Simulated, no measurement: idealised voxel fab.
Module name: voxel capacitor over wiring (process module)
This is section cut - it's 290 nm across, gridded in 5 nm square cells.
Format of a cross-section: grid, square cells. Given as bands. Order: top down. Band: one or more rows of cells. Quick guide to a band line: top height, bottom height (nm) up front; then every material left to right with its width in nm. Only one material and it's marked "everywhere"? Then it fills the band edge to edge. And "empty" just means empty space. We count height from 0. Below that, the starting wafer is all one material. The lowest band never ends at the bottom but goes on down; see "z 0 and below" for how that is written. Think of "30..40" as a width that walks from the first number to the second as you go down the band, top row to bottom row, taking equal-sized steps from row to row. It should be understood that the words "no alteration", when stated for a given step, signify that the cross-section underwent no change in any of its cells during that step. "Trapped cavities" means: voids of 8 cells or more that are shut off from the top with no open way through. Written width x height at distance, distance from the left edge, in nm. The remark found on a step's line after its settings is issued by the simulator itself and pertains to that step. A step line may carry the setting "overlay nm", which, for steps involving a mask, states the distance by which the mask lay to the right of its intended position; negative values denote displacement to the left.

List of planned process steps
| 1 | RECEIVE, material Si |
| 2 | CONFORMAL_DEP, material SiO2, thk nm 15 |
| 3 | DIRECTIONAL_DEP, material TiN, thk nm 5 |
| 4 | DIRECTIONAL_DEP, material Ru, thk nm 20 |
| 5 | DIRECTIONAL_DEP, material aC, thk nm 15 |
| 6 | PATTERN, tone cover, mask id METAL_1, material resist, width nm 30, pitch nm 95, thk nm 35, overlay nm 0 |
| 7 | DIRECTIONAL_ETCH, etch materials aC, depth nm 15 |
| 8 | STRIP, etch materials resist |
| 9 | DIRECTIONAL_ETCH, etch materials Ru, depth nm 20 |
| 10 | DIRECTIONAL_ETCH, etch materials TiN, depth nm 5 |
| 11 | STRIP, etch materials aC |
| 12 | FILL_DEP, material lowk, thk nm 5 |
| 13 | CMP, height nm 40 |
| 14 | CONFORMAL_DEP, material SiCN, thk nm 5 |
| 15 | DIRECTIONAL_DEP, material SiO2, thk nm 15 |
| 16 | DIRECTIONAL_DEP, material aC, thk nm 10 |
| 17 | PATTERN, tone open, mask id PLUG_1, material resist, width nm 15, thk nm 25, overlay nm 0 |
| 18 | DIRECTIONAL_ETCH, etch materials aC, depth nm 10 |
| 19 | STRIP, etch materials resist |
| 20 | DIRECTIONAL_ETCH, etch materials SiO2, depth nm 15 |
| 21 | DIRECTIONAL_ETCH, etch materials SiCN, depth nm 5 |
| 22 | STRIP, etch materials aC |
| 23 | CONFORMAL_DEP, material TiN, thk nm 5 |
| 24 | FILL_DEP, material Cu, thk nm 10 |
| 25 | CMP, height nm 60 |
| 26 | DIRECTIONAL_DEP, material TiN, thk nm 10 |
| 27 | DIRECTIONAL_DEP, material Al2O3, thk nm 5 |
| 28 | DIRECTIONAL_DEP, material TiN, thk nm 10 |
| 29 | PATTERN, tone cover, mask id UPPER_PLATE, material resist, width nm 70, thk nm 15, overlay nm 0 |
| 30 | DIRECTIONAL_ETCH, etch materials TiN, depth nm 10 |
| 31 | DIRECTIONAL_ETCH, etch materials Al2O3, depth nm 5 |
| 32 | STRIP, etch materials resist |
| 33 | MASKED_ETCH, tone cover, mask id LOWER_PLATE, width nm 80, etch materials TiN, depth nm 10, overlay nm 0 |
| 34 | FILL_DEP, material SiO2, thk nm 20 |
| 35 | CMP, height nm 100 |
| 36 | MASKED_ETCH, tone open, mask id PLUG_2, width nm 15, etch materials SiO2, depth nm 15, overlay nm 0 |
| 37 | CONFORMAL_DEP, material TiN, thk nm 5 |
| 38 | FILL_DEP, material W, thk nm 10 |
| 39 | CMP, height nm 100 |
| 40 | CONFORMAL_DEP, material SiN, thk nm 5 |
For this document, wafers share an identical start and vary in the step 40 thk nm; the plan quotes the first wafer's value.

First of several wafers, received after step 1, in cross-section
z 0 and below  Si everywhere
Trapped cavities: none

Row per wafer, end-of-module: cell gain (+)/loss (-) by material since the wafer came in, then closed voids
thk nm 5 | +14 Al2O3 | +3 Cu | +48 Ru | +55 SiCN | +58 SiN | +720 SiO2 | +88 TiN | +2 W | +230 lowk | Trapped cavities: none
thk nm 10 | +14 Al2O3 | +3 Cu | +48 Ru | +55 SiCN | +116 SiN | +720 SiO2 | +88 TiN | +2 W | +230 lowk | Trapped cavities: none
thk nm 15 | +14 Al2O3 | +3 Cu | +48 Ru | +55 SiCN | +174 SiN | +720 SiO2 | +88 TiN | +2 W | +230 lowk | Trapped cavities: none
thk nm 20 | +14 Al2O3 | +3 Cu | +48 Ru | +55 SiCN | +232 SiN | +720 SiO2 | +88 TiN | +2 W | +230 lowk | Trapped cavities: none
